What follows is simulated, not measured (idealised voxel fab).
The document below concerns the process module designated voxel capacitor over wiring.
215 nm wide, 5 nm square cells: that's cross-section cut.
Bands, listed from the top down, are how a cross-section gets written in this document; the cross-section itself is a grid of square cells, and a band is one or more rows of them.
This entry defines a band. It first specifies the height of the band's top and the height of its bottom in nm, and then specifies the band's materials from left to right, stating each material with its width in nm. The word "everywhere" identifies a single material that fills the band from edge to edge, while the word "empty" identifies empty space.
The reference from which all heights are counted is 0, the level beneath which the as-received wafer is entirely one material; the lowest band, having no lower bound, proceeds downward and is written after the example "0 -> down".
The expression "30->40" gives the width at the extremes of the band, the first number at its top row of cells and the second at its bottom row, with the width changing by equal amounts from each row to the next in between.
Step marked "remained unchanged"? Then no cell in the cross-section changed in it.
"Encapsulated voids" specifies each empty space that is not open to the top and that occupies no fewer than 8 cells, using the form width x height at distance, the distance measured from the left edge and all three quantities in nm.
The remark found on a step's line after its settings is issued by the simulator itself and pertains to that step.
For masked steps, "overlay nm" on the step line gives how far right of plan the mask actually lay; a minus sign means it lay to the left.

So here's the lineup of process steps we planned:
1 RECEIVE: material Si
2 CONFORMAL_DEP: material SiO2, thk nm 10
3 DIRECTIONAL_DEP: material TiN, thk nm 5
4 DIRECTIONAL_DEP: material W, thk nm 15
5 PATTERN: tone cover, mask id METAL_1, material resist, width nm 25, pitch nm 95, thk nm 20, overlay nm 0
6 DIRECTIONAL_ETCH: etch materials W, depth nm 15
7 DIRECTIONAL_ETCH: etch materials TiN, depth nm 5
8 STRIP: etch materials resist
9 CONFORMAL_DEP: material SiN, thk nm 5
10 FILL_DEP: material lowk, thk nm 5
11 CMP: height nm 30
12 CONFORMAL_DEP: material SiCN, thk nm 5
13 DIRECTIONAL_DEP: material lowk, thk nm 10
14 PATTERN: tone open, mask id PLUG_1, material resist, width nm 15, thk nm 20, overlay nm 0
15 DIRECTIONAL_ETCH: etch materials lowk, depth nm 10
16 DIRECTIONAL_ETCH: etch materials SiCN, depth nm 5
17 STRIP: etch materials resist
18 CONFORMAL_DEP: material TiN, thk nm 5
19 FILL_DEP: material Ru, thk nm 10
20 CMP: height nm 45
21 DIRECTIONAL_DEP: material TiN, thk nm 10
22 DIRECTIONAL_DEP: material SiN, thk nm 5
23 DIRECTIONAL_DEP: material TiN, thk nm 5
24 MASKED_ETCH: tone cover, mask id UPPER_PLATE, width nm 75, etch materials TiN, depth nm 5, overlay nm 0
25 MASKED_ETCH: tone cover, mask id UPPER_PLATE, width nm 75, etch materials SiN, depth nm 5, overlay nm 0
26 DIRECTIONAL_DEP: material aC, thk nm 10
27 PATTERN: tone cover, mask id LOWER_PLATE, material resist, width nm 85, thk nm 30, overlay nm 0
28 DIRECTIONAL_ETCH: etch materials aC, depth nm 10
29 STRIP: etch materials resist
30 DIRECTIONAL_ETCH: etch materials TiN, depth nm 10
31 STRIP: etch materials aC
32 FILL_DEP: material SiO2, thk nm 15
33 CMP: height nm 75
34 PATTERN: tone open, mask id PLUG_2, material resist, width nm 15, thk nm 20, overlay nm 0
35 DIRECTIONAL_ETCH: etch materials SiO2, depth nm 10
36 STRIP: etch materials resist
37 CONFORMAL_DEP: material TiN, thk nm 5
38 FILL_DEP: material Ru, thk nm 5
39 CMP: height nm 75
40 CONFORMAL_DEP: material SiCN, thk nm 5

Shown in cross-section is the wafer as received, that is, as it stands after step 1:
> 0 -> down | Si everywhere
> Encapsulated voids: none

This is how the wafer looks in cross-section once the module is done, given the starting state and plan above and one mistake in carrying the plan out:
> 80 -> 75 | SiCN everywhere
> 75 -> 70 | 60 SiO2 / 5 TiN / 15 Ru / 5 TiN / 130 SiO2
> 70 -> 60 | 60->55 SiO2 / 25->75 TiN / 130->85 SiO2
> 60 -> 55 | 55 SiO2 / 75 SiN / 85 SiO2
> 55 -> 45 | 50 SiO2 / 85 TiN / 80 SiO2
> 45 -> 35 | 55 lowk / 5 TiN / 5 Ru / 5 TiN / 145 lowk
> 35 -> 30 | 55 SiCN / 15 TiN / 145 SiCN
> 30 -> 15 | 40 lowk / 5 SiN / 25 W / 5 SiN / 60 lowk / 5 SiN / 25 W / 5 SiN / 45 lowk
> 15 -> 10 | 45 SiN / 25 TiN / 70 SiN / 25 TiN / 50 SiN
> 10 -> 0 | SiO2 everywhere
> 0 -> down | Si everywhere
> Encapsulated voids: none
Which mistake was made when the wafer was run? step 34, actual vs plan mismatch, actual run PATTERN: tone open, mask id PLUG_2, material resist, width nm 25, thk nm 20, overlay nm 0
